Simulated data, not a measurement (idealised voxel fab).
Presented below is a process module, voxel ribs on slabs.
The figure presents cross-section cut, which has a width of 290 nm and is divided into square cells with an edge length of 5 nm.
This document writes a cross-section as a grid whose cells are square, and gives it as bands, listed from the top down; one or more rows of cells form a band.
Band: top height; bottom height; in nm. Then, left to right: material with width in nm, for each material. "all across": a single material spanning edge to edge. "empty": empty space.
Heights are reckoned from 0. Under this level, the received wafer is all of one material. The bottommost band is open-ended downward, for example "z 0 and below".
Width spec "30->40" -> top row of cells at first value, bottom row at second value, equal per-row change in between.
Reading "identical to before" for a step: not a cell of the cross-section changed in it.
In the "Closed-off voids" entry, you get each enclosed empty space of 8 cells or more, one with no open way to the top, written width x height at distance, distance from the left edge, in nm.
Whatever follows a step's settings on its line is a remark the simulator itself makes about that step.
overlay nm: for a step with a mask, the amount by which the mask lay right of where it was planned; a negative amount means left of it.

Below is the list of planned process steps:
- 1: op RECEIVE | material Si
- 2: op DIRECTIONAL_DEP | material SiO2 | thk nm 30
- 3: op DIRECTIONAL_DEP | material SiN | thk nm 15
- 4: op MASKED_ETCH | tone cover | mask id RIB | width nm 25 | etch materials SiN | depth nm 10 | overlay nm 0
- 5: op MASKED_ETCH | tone cover | mask id SLAB | width nm 65 | etch materials SiN | depth nm 5 | overlay nm 0
- 6: op FILL_DEP | material SiO2 | thk nm 15
- 7: op CMP | height nm 55
- 8: op DIRECTIONAL_DEP | material TiN | thk nm 10
- 9: op DIRECTIONAL_DEP | material aC | thk nm 10
- 10: op PATTERN | tone cover | mask id HEATER | material resist | width nm 35 | thk nm 25 | overlay nm 0
- 11: op DIRECTIONAL_ETCH | etch materials aC | depth nm 10
- 12: op STRIP | etch materials resist
- 13: op DIRECTIONAL_ETCH | etch materials TiN | depth nm 10
- 14: op STRIP | etch materials aC
- 15: op CONFORMAL_DEP | material SiO2 | thk nm 5

Cross-section of the incoming wafer, state after step 1:
	z 0 and below | Si all across
	Closed-off voids: none

End-of-module cross-section of the first of two wafers, processed as planned:
	z 70 to 65 | empty 120 / SiO2 45 / empty 125
	z 65 to 60 | empty 120 / SiO2 5 / TiN 35 / SiO2 5 / empty 125
	z 60 to 55 | SiO2 125 / TiN 35 / SiO2 130
	z 55 to 45 | SiO2 all across
	z 45 to 35 | SiO2 130 / SiN 25 / SiO2 135
	z 35 to 30 | SiO2 110 / SiN 65 / SiO2 115
	z 30 to 0 | SiO2 all across
	z 0 and below | Si all across
	Closed-off voids: none

So this is wafer number two of the two, cut at the end of the module - it started where the first did and had the same plan, we just got one thing wrong running it:
	z 70 to 65 | empty 120 / SiO2 45 / empty 125
	z 65 to 60 | empty 120 / SiO2 5 / TiN 35 / SiO2 5 / empty 125
	z 60 to 55 | SiO2 125 / TiN 35 / SiO2 130
	z 55 to 45 | SiO2 all across
	z 45 to 35 | SiO2 135 / SiN 25 / SiO2 130
	z 35 to 30 | SiO2 110 / SiN 65 / SiO2 115
	z 30 to 0 | SiO2 all across
	z 0 and below | Si all across
	Closed-off voids: none
Heads up, the wafer didn't run the way we planned it: off-plan run, step 4, actual operation and settings op MASKED_ETCH | tone cover | mask id RIB | width nm 25 | etch materials SiN | depth nm 10 | overlay nm 5
Both wafers, final: cells per material equal; arrangement not.
